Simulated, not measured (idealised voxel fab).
The document below concerns the process module designated voxel self aligned vias.
Section cut is 300 nm wide and gridded with 5 nm square cells.
Cross-section layout: square cells on a grid; listed as bands, top to bottom; a band spans one or more cell rows.
Heads up on the band format: heights come first, top then bottom, in nm. After that it's the materials left to right, each with its width in nm. A single material flagged "full width" fills the whole band edge to edge, and "blank" means there's empty space there.
Beneath 0, the wafer as received is one material, and that level is where height counting begins. The lowest band goes on downward without a bottom; it is written like "0 -> down".
You'd read "30 to 40" like this: the band's top row of cells is as wide as the first number, its bottom row is as wide as the second, and going down, every row changes width by the same amount as the row before did.
You'll sometimes find "everything unchanged" written for a step, and that's the way of saying that nowhere in the cross-section did a cell change during that step.
"Enclosed void list" enumerates empty spaces isolated from the top, with no open way to it, that contain at least 8 cells, giving each as width x height at distance from the left edge, all three in nm.
The remark found on a step's line after its settings is issued by the simulator itself and pertains to that step.
When a step includes a mask, the "overlay nm" setting on its line states how far to the right of its planned place that mask lay, and negative values state how far to the left.

Set out below are the planned steps of the process
1: RECEIVE, material Si
2: CONFORMAL_DEP, material SiO2, thk nm 15
3: CONFORMAL_DEP, material SiCN, thk nm 5
4: DIRECTIONAL_DEP, material SiO2, thk nm 25
5: PATTERN, tone open, mask id LINES, material resist, width nm 20, pitch nm 60, thk nm 15, overlay nm 0
6: DIRECTIONAL_ETCH, etch materials SiO2, depth nm 25
7: STRIP, etch materials resist
8: CONFORMAL_DEP, material TiN, thk nm 5
9: FILL_DEP, material W, thk nm 10
10: CMP, height nm 45
11: SELECTIVE_ETCH, etch materials W Ru TiN, depth nm 5
12: FILL_DEP, material SiN, thk nm 5
13: CMP, height nm 45
14: DIRECTIONAL_DEP, material SiO2, thk nm 20
15: DIRECTIONAL_DEP, material aC, thk nm 10
16: PATTERN, tone open, mask id VIAS, material resist, width nm 40, pitch nm 60, thk nm 30, overlay nm 0
17: DIRECTIONAL_ETCH, etch materials aC, depth nm 10
18: STRIP, etch materials resist
19: DIRECTIONAL_ETCH, etch materials SiO2, depth nm 20
20: DIRECTIONAL_ETCH, etch materials SiN, depth nm 5
21: STRIP, etch materials aC
22: CONFORMAL_DEP, material TiN, thk nm 5
23: FILL_DEP, material Ru, thk nm 10
24: CMP, height nm 65
25: CONFORMAL_DEP, material SiN, thk nm 5

On the first of the two wafers: run conducted according to plan

Cross-sectional view of the wafer in its as-received condition, corresponding to the state after step 1
* 0 -> down  Si full width
* Enclosed void list: none

Cross-section: wafer state after step 2
* 15 -> 0  SiO2 full width
* All layers under 0 are left as they were.

Cross-section: wafer state after step 3
* 20 -> 15  SiCN full width
* All layers under 15 are left as they were.

Cross-section: wafer state after step 4
* 45 -> 20  SiO2 full width
* All layers under 20 are left as they were.

Cross-section: wafer state after step 5
* 60 -> 45  80 resist  20 blank  40 resist  20 blank  40 resist  20 blank  80 resist
* All layers under 45 are left as they were.

Cross-section: wafer state after step 6
* 60 -> 45  80 resist  20 blank  40 resist  20 blank  40 resist  20 blank  80 resist
* 45 -> 20  80 SiO2  20 blank  40 SiO2  20 blank  40 SiO2  20 blank  80 SiO2
* All layers under 20 are left as they were.

Cross-section: wafer state after step 7
* 45 -> 20  80 SiO2  20 blank  40 SiO2  20 blank  40 SiO2  20 blank  80 SiO2
* All layers under 20 are left as they were.

Cross-section: wafer state after step 8
* 50 -> 45  85 TiN  10 blank  50 TiN  10 blank  50 TiN  10 blank  85 TiN
* 45 -> 25  80 SiO2  5 TiN  10 blank  5 TiN  40 SiO2  5 TiN  10 blank  5 TiN  40 SiO2  5 TiN  10 blank  5 TiN  80 SiO2
* 25 -> 20  80 SiO2  20 TiN  40 SiO2  20 TiN  40 SiO2  20 TiN  80 SiO2
* All layers under 20 are left as they were.

Cross-section: wafer state after step 9
* 60 -> 50  W full width
* 50 -> 45  85 TiN  10 W  50 TiN  10 W  50 TiN  10 W  85 TiN
* 45 -> 25  80 SiO2  5 TiN  10 W  5 TiN  40 SiO2  5 TiN  10 W  5 TiN  40 SiO2  5 TiN  10 W  5 TiN  80 SiO2
* All layers under 25 are left as they were.

Cross-section: wafer state after step 10
* 45 -> 25  80 SiO2  5 TiN  10 W  5 TiN  40 SiO2  5 TiN  10 W  5 TiN  40 SiO2  5 TiN  10 W  5 TiN  80 SiO2
* All layers under 25 are left as they were.

Cross-section: wafer state after step 11
* 45 -> 40  80 SiO2  20 blank  40 SiO2  20 blank  40 SiO2  20 blank  80 SiO2
* All layers under 40 are left as they were.

Cross-section: wafer state after step 12
* 50 -> 45  SiN full width
* 45 -> 40  80 SiO2  20 SiN  40 SiO2  20 SiN  40 SiO2  20 SiN  80 SiO2
* All layers under 40 are left as they were.

Cross-section: wafer state after step 13
* 45 -> 40  80 SiO2  20 SiN  40 SiO2  20 SiN  40 SiO2  20 SiN  80 SiO2
* All layers under 40 are left as they were.

Cross-section: wafer state after step 14
* 65 -> 45  SiO2 full width
* All layers under 45 are left as they were.

Cross-section: wafer state after step 15
* 75 -> 65  aC full width
* All layers under 65 are left as they were.

Cross-section: wafer state after step 16
* 105 -> 75  70 resist  40 blank  20 resist  40 blank  20 resist  40 blank  70 resist
* All layers under 75 are left as they were.

Cross-section: wafer state after step 17
* 95 -> 75  70 resist  40 blank  20 resist  40 blank  20 resist  40 blank  70 resist
* 75 -> 65  70 aC  40 blank  20 aC  40 blank  20 aC  40 blank  70 aC
* All layers under 65 are left as they were.

Cross-section: wafer state after step 18
* 75 -> 65  70 aC  40 blank  20 aC  40 blank  20 aC  40 blank  70 aC
* All layers under 65 are left as they were.

Cross-section: wafer state after step 19
* 75 -> 65  70 aC  40 blank  20 aC  40 blank  20 aC  40 blank  70 aC
* 65 -> 45  70 SiO2  40 blank  20 SiO2  40 blank  20 SiO2  40 blank  70 SiO2
* All layers under 45 are left as they were.

Cross-section: wafer state after step 20
* 75 -> 65  70 aC  40 blank  20 aC  40 blank  20 aC  40 blank  70 aC
* 65 -> 45  70 SiO2  40 blank  20 SiO2  40 blank  20 SiO2  40 blank  70 SiO2
* 45 -> 40  80 SiO2  20 blank  40 SiO2  20 blank  40 SiO2  20 blank  80 SiO2
* All layers under 40 are left as they were.

Cross-section: wafer state after step 21
* 65 -> 45  70 SiO2  40 blank  20 SiO2  40 blank  20 SiO2  40 blank  70 SiO2
* All layers under 45 are left as they were.

Cross-section: wafer state after step 22
* 70 -> 65  75 TiN  30 blank  30 TiN  30 blank  30 TiN  30 blank  75 TiN
* 65 -> 50  70 SiO2  5 TiN  30 blank  5 TiN  20 SiO2  5 TiN  30 blank  5 TiN  20 SiO2  5 TiN  30 blank  5 TiN  70 SiO2
* 50 -> 45  70 SiO2  15 TiN  10 blank  15 TiN  20 SiO2  15 TiN  10 blank  15 TiN  20 SiO2  15 TiN  10 blank  15 TiN  70 SiO2
* 45 -> 40  80 SiO2  20 TiN  40 SiO2  20 TiN  40 SiO2  20 TiN  80 SiO2
* All layers under 40 are left as they were.

Cross-section: wafer state after step 23
* 80 -> 70  Ru full width
* 70 -> 65  75 TiN  30 Ru  30 TiN  30 Ru  30 TiN  30 Ru  75 TiN
* 65 -> 50  70 SiO2  5 TiN  30 Ru  5 TiN  20 SiO2  5 TiN  30 Ru  5 TiN  20 SiO2  5 TiN  30 Ru  5 TiN  70 SiO2
* 50 -> 45  70 SiO2  15 TiN  10 Ru  15 TiN  20 SiO2  15 TiN  10 Ru  15 TiN  20 SiO2  15 TiN  10 Ru  15 TiN  70 SiO2
* All layers under 45 are left as they were.

Cross-section: wafer state after step 24
* 65 -> 50  70 SiO2  5 TiN  30 Ru  5 TiN  20 SiO2  5 TiN  30 Ru  5 TiN  20 SiO2  5 TiN  30 Ru  5 TiN  70 SiO2
* All layers under 50 are left as they were.

Cross-section: wafer state after step 25
* 70 -> 65  SiN full width
* All layers under 65 are left as they were.

Second Wafer (Identical Start and Plan, One Processing Error; Matches First Wafer Through Step 2)

Cross-section of the second wafer when, according to plan, step 3 should have finished: everything unchanged

Cross-section of the second wafer when, according to plan, step 4 should have finished
* 40 -> 0  SiO2 full width
* All layers under 0 are left as they were.

Cross-section of the second wafer when, according to plan, step 5 should have finished
* 55 -> 40  80 resist  20 blank  40 resist  20 blank  40 resist  20 blank  80 resist
* All layers under 40 are left as they were.

Cross-section of the second wafer when, according to plan, step 6 should have finished
* 55 -> 40  80 resist  20 blank  40 resist  20 blank  40 resist  20 blank  80 resist
* 40 -> 15  80 SiO2  20 blank  40 SiO2  20 blank  40 SiO2  20 blank  80 SiO2
* All layers under 15 are left as they were.

Cross-section of the second wafer when, according to plan, step 7 should have finished
* 40 -> 15  80 SiO2  20 blank  40 SiO2  20 blank  40 SiO2  20 blank  80 SiO2
* All layers under 15 are left as they were.

Cross-section of the second wafer when, according to plan, step 8 should have finished
* 45 -> 40  85 TiN  10 blank  50 TiN  10 blank  50 TiN  10 blank  85 TiN
* 40 -> 20  80 SiO2  5 TiN  10 blank  5 TiN  40 SiO2  5 TiN  10 blank  5 TiN  40 SiO2  5 TiN  10 blank  5 TiN  80 SiO2
* 20 -> 15  80 SiO2  20 TiN  40 SiO2  20 TiN  40 SiO2  20 TiN  80 SiO2
* All layers under 15 are left as they were.

Cross-section of the second wafer when, according to plan, step 9 should have finished
* 55 -> 45  W full width
* 45 -> 40  85 TiN  10 W  50 TiN  10 W  50 TiN  10 W  85 TiN
* 40 -> 20  80 SiO2  5 TiN  10 W  5 TiN  40 SiO2  5 TiN  10 W  5 TiN  40 SiO2  5 TiN  10 W  5 TiN  80 SiO2
* All layers under 20 are left as they were.

Cross-section of the second wafer when, according to plan, step 10 should have finished
* 45 -> 40  85 TiN  10 W  50 TiN  10 W  50 TiN  10 W  85 TiN
* All layers under 40 are left as they were.

Cross-section of the second wafer when, according to plan, step 11 should have finished
* 40 -> 20  80 SiO2  5 TiN  10 W  5 TiN  40 SiO2  5 TiN  10 W  5 TiN  40 SiO2  5 TiN  10 W  5 TiN  80 SiO2
* All layers under 20 are left as they were.

Cross-section of the second wafer when, according to plan, step 12 should have finished
* 45 -> 40  SiN full width
* All layers under 40 are left as they were.

Cross-section of the second wafer when, according to plan, step 13 should have finished: everything unchanged

Cross-section of the second wafer when, according to plan, step 14 should have finished
* 65 -> 45  SiO2 full width
* All layers under 45 are left as they were.

Cross-section of the second wafer when, according to plan, step 15 should have finished
* 75 -> 65  aC full width
* All layers under 65 are left as they were.

Cross-section of the second wafer when, according to plan, step 16 should have finished
* 105 -> 75  70 resist  40 blank  20 resist  40 blank  20 resist  40 blank  70 resist
* All layers under 75 are left as they were.

Cross-section of the second wafer when, according to plan, step 17 should have finished
* 95 -> 75  70 resist  40 blank  20 resist  40 blank  20 resist  40 blank  70 resist
* 75 -> 65  70 aC  40 blank  20 aC  40 blank  20 aC  40 blank  70 aC
* All layers under 65 are left as they were.

Cross-section of the second wafer when, according to plan, step 18 should have finished
* 75 -> 65  70 aC  40 blank  20 aC  40 blank  20 aC  40 blank  70 aC
* All layers under 65 are left as they were.

Cross-section of the second wafer when, according to plan, step 19 should have finished
* 75 -> 65  70 aC  40 blank  20 aC  40 blank  20 aC  40 blank  70 aC
* 65 -> 45  70 SiO2  40 blank  20 SiO2  40 blank  20 SiO2  40 blank  70 SiO2
* All layers under 45 are left as they were.

Cross-section of the second wafer when, according to plan, step 20 should have finished
* 75 -> 65  70 aC  40 blank  20 aC  40 blank  20 aC  40 blank  70 aC
* 65 -> 45  70 SiO2  40 blank  20 SiO2  40 blank  20 SiO2  40 blank  70 SiO2
* 45 -> 40  70 SiN  40 blank  20 SiN  40 blank  20 SiN  40 blank  70 SiN
* All layers under 40 are left as they were.

Cross-section of the second wafer when, according to plan, step 21 should have finished
* 65 -> 45  70 SiO2  40 blank  20 SiO2  40 blank  20 SiO2  40 blank  70 SiO2
* All layers under 45 are left as they were.

Cross-section of the second wafer when, according to plan, step 22 should have finished
* 70 -> 65  75 TiN  30 blank  30 TiN  30 blank  30 TiN  30 blank  75 TiN
* 65 -> 45  70 SiO2  5 TiN  30 blank  5 TiN  20 SiO2  5 TiN  30 blank  5 TiN  20 SiO2  5 TiN  30 blank  5 TiN  70 SiO2
* 45 -> 40  70 SiN  40 TiN  20 SiN  40 TiN  20 SiN  40 TiN  70 SiN
* All layers under 40 are left as they were.

Cross-section of the second wafer when, according to plan, step 23 should have finished
* 80 -> 70  Ru full width
* 70 -> 65  75 TiN  30 Ru  30 TiN  30 Ru  30 TiN  30 Ru  75 TiN
* 65 -> 45  70 SiO2  5 TiN  30 Ru  5 TiN  20 SiO2  5 TiN  30 Ru  5 TiN  20 SiO2  5 TiN  30 Ru  5 TiN  70 SiO2
* All layers under 45 are left as they were.

Cross-section of the second wafer when, according to plan, step 24 should have finished
* 65 -> 45  70 SiO2  5 TiN  30 Ru  5 TiN  20 SiO2  5 TiN  30 Ru  5 TiN  20 SiO2  5 TiN  30 Ru  5 TiN  70 SiO2
* All layers under 45 are left as they were.

Cross-section of the second wafer when, according to plan, step 25 should have finished
* 70 -> 65  SiN full width
* All layers under 65 are left as they were.
Short version of what went wrong: the run left out plan step 3 entirely, so it was never executed
The second wafer ends with more or fewer cells of some materials than the first, per final count: Ru +12; SiCN -60; SiN +36; TiN +6; W +6
